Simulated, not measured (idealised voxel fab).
The document below concerns the process module designated voxel released beams.
We display cut, a cross-section 195 nm in width whose square cells are each 5 nm.
If you're reading a cross-section in this doc, picture square cells in a grid; it comes to you as bands, top ones listed first down to the bottom, and a band can be one or more rows of cells. For a band, the entry starts with two heights in nm, that of the top and then that of the bottom, and carries on with the band's materials in order from left to right, each alongside its width in nm; the word "full width" beside a single material means it fills the band edge to edge, and "empty" means empty space. Beneath 0, the wafer as received is one material, and that level is where height counting begins. The lowest band goes on downward without a bottom; it is written like "0 and below". Width "30->40": first value at the band's top row of cells, second value at its bottom row, equal change from row to row. The designation "remains unaltered", where it is given for a processing step, indicates that no cell of the cross-section was altered in the course of that step. The entry titled "Voids, enclosed" provides the empty spaces that have no open way to the top, restricted to those of 8 cells or more. Each is presented as width x height at distance, the distance being measured from the left edge, with all three in nm. Heads up: the bit after the settings on a step's line is the simulator's remark on that step. If you see "overlay nm" on a step's line and that step has a mask, it's telling you how far right of where it was planned the mask ended up; a negative number means it went left instead.
Plan
step 1: RECEIVE | material Si
step 2: CONFORMAL_DEP | material SiN | thk nm 5
step 3: DIRECTIONAL_DEP | material SiO2 | thk nm 10
step 4: DIRECTIONAL_DEP | material aC | thk nm 10
step 5: PATTERN | tone open | mask id ANCHOR | material resist | width nm 40 | thk nm 30 | overlay nm 0
step 6: DIRECTIONAL_ETCH | etch materials aC | depth nm 10
step 7: STRIP | etch materials resist
step 8: DIRECTIONAL_ETCH | etch materials SiO2 | depth nm 10
step 9: STRIP | etch materials aC
step 10: CONFORMAL_DEP | material W | thk nm 15
step 11: MASKED_ETCH | tone cover | mask id BEAM | width nm 110 | etch materials W | depth nm 15 | overlay nm 0
step 12: STRIP | etch materials SiO2
First wafer of two (run as planned)
Wafer cross-section on receipt, i.e. after step 1
	0 and below | Si full width
	Voids, enclosed: none
Cross-section of the wafer subsequent to step 2
	5 down to 0 | SiN full width
	Anything lower than 0 is untouched.
Cross-section of the wafer subsequent to step 3
	15 down to 5 | SiO2 full width
	Anything lower than 5 is untouched.
Cross-section of the wafer subsequent to step 4
	25 down to 15 | aC full width
	Anything lower than 15 is untouched.
Cross-section of the wafer subsequent to step 5
	55 down to 25 | 45 of resist; 40 of empty; 110 of resist
	Anything lower than 25 is untouched.
Cross-section of the wafer subsequent to step 6
	45 down to 25 | 45 of resist; 40 of empty; 110 of resist
	25 down to 15 | 45 of aC; 40 of empty; 110 of aC
	Anything lower than 15 is untouched.
Cross-section of the wafer subsequent to step 7
	25 down to 15 | 45 of aC; 40 of empty; 110 of aC
	Anything lower than 15 is untouched.
Cross-section of the wafer subsequent to step 8
	25 down to 15 | 45 of aC; 40 of empty; 110 of aC
	15 down to 5 | 45 of SiO2; 40 of empty; 110 of SiO2
	Anything lower than 5 is untouched.
Cross-section of the wafer subsequent to step 9
	15 down to 5 | 45 of SiO2; 40 of empty; 110 of SiO2
	Anything lower than 5 is untouched.
Cross-section of the wafer subsequent to step 10
	30 down to 20 | 60 of W; 10 of empty; 125 of W
	20 down to 15 | W full width
	15 down to 5 | 45 of SiO2; 40 of W; 110 of SiO2
	Anything lower than 5 is untouched.
Cross-section of the wafer subsequent to step 11
	30 down to 20 | 40 of empty; 20 of W; 10 of empty; 80 of W; 45 of empty
	20 down to 15 | 40 of empty; 110 of W; 45 of empty
	Anything lower than 15 is untouched.
Cross-section of the wafer subsequent to step 12
	30 down to 20 | 40 of empty; 20 of W; 10 of empty; 80 of W; 45 of empty
	20 down to 15 | 40 of empty; 110 of W; 45 of empty
	15 down to 5 | 45 of empty; 40 of W; 110 of empty
	Anything lower than 5 is untouched.
Wafer two. Same start, same plan, one slip in execution. Same as wafer one through step 4, inclusive
Second wafer, cross-section, planned end of step 5
	55 down to 25 | 50 of resist; 30 of empty; 115 of resist
	Anything lower than 25 is untouched.
Second wafer, cross-section, planned end of step 6
	45 down to 25 | 50 of resist; 30 of empty; 115 of resist
	25 down to 15 | 50 of aC; 30 of empty; 115 of aC
	Anything lower than 15 is untouched.
Second wafer, cross-section, planned end of step 7
	25 down to 15 | 50 of aC; 30 of empty; 115 of aC
	Anything lower than 15 is untouched.
Second wafer, cross-section, planned end of step 8
	25 down to 15 | 50 of aC; 30 of empty; 115 of aC
	15 down to 5 | 50 of SiO2; 30 of empty; 115 of SiO2
	Anything lower than 5 is untouched.
Second wafer, cross-section, planned end of step 9
	15 down to 5 | 50 of SiO2; 30 of empty; 115 of SiO2
	Anything lower than 5 is untouched.
Second wafer, cross-section, planned end of step 10
	30 down to 15 | W full width
	15 down to 5 | 50 of SiO2; 30 of W; 115 of SiO2
	Anything lower than 5 is untouched.
Second wafer, cross-section, planned end of step 11
	30 down to 15 | 40 of empty; 110 of W; 45 of empty
	Anything lower than 15 is untouched.
Second wafer, cross-section, planned end of step 12
	30 down to 15 | 40 of empty; 110 of W; 45 of empty
	15 down to 5 | 50 of empty; 30 of W; 115 of empty
	Anything lower than 5 is untouched.
Nonconformance to the process plan: step 5 ran differently from the plan; actual operation with settings: PATTERN | tone open | mask id ANCHOR | material resist | width nm 30 | thk nm 30 | overlay nm 0
Heads up: at the end the two wafers have identical cell counts per material, they're just laid out differently.
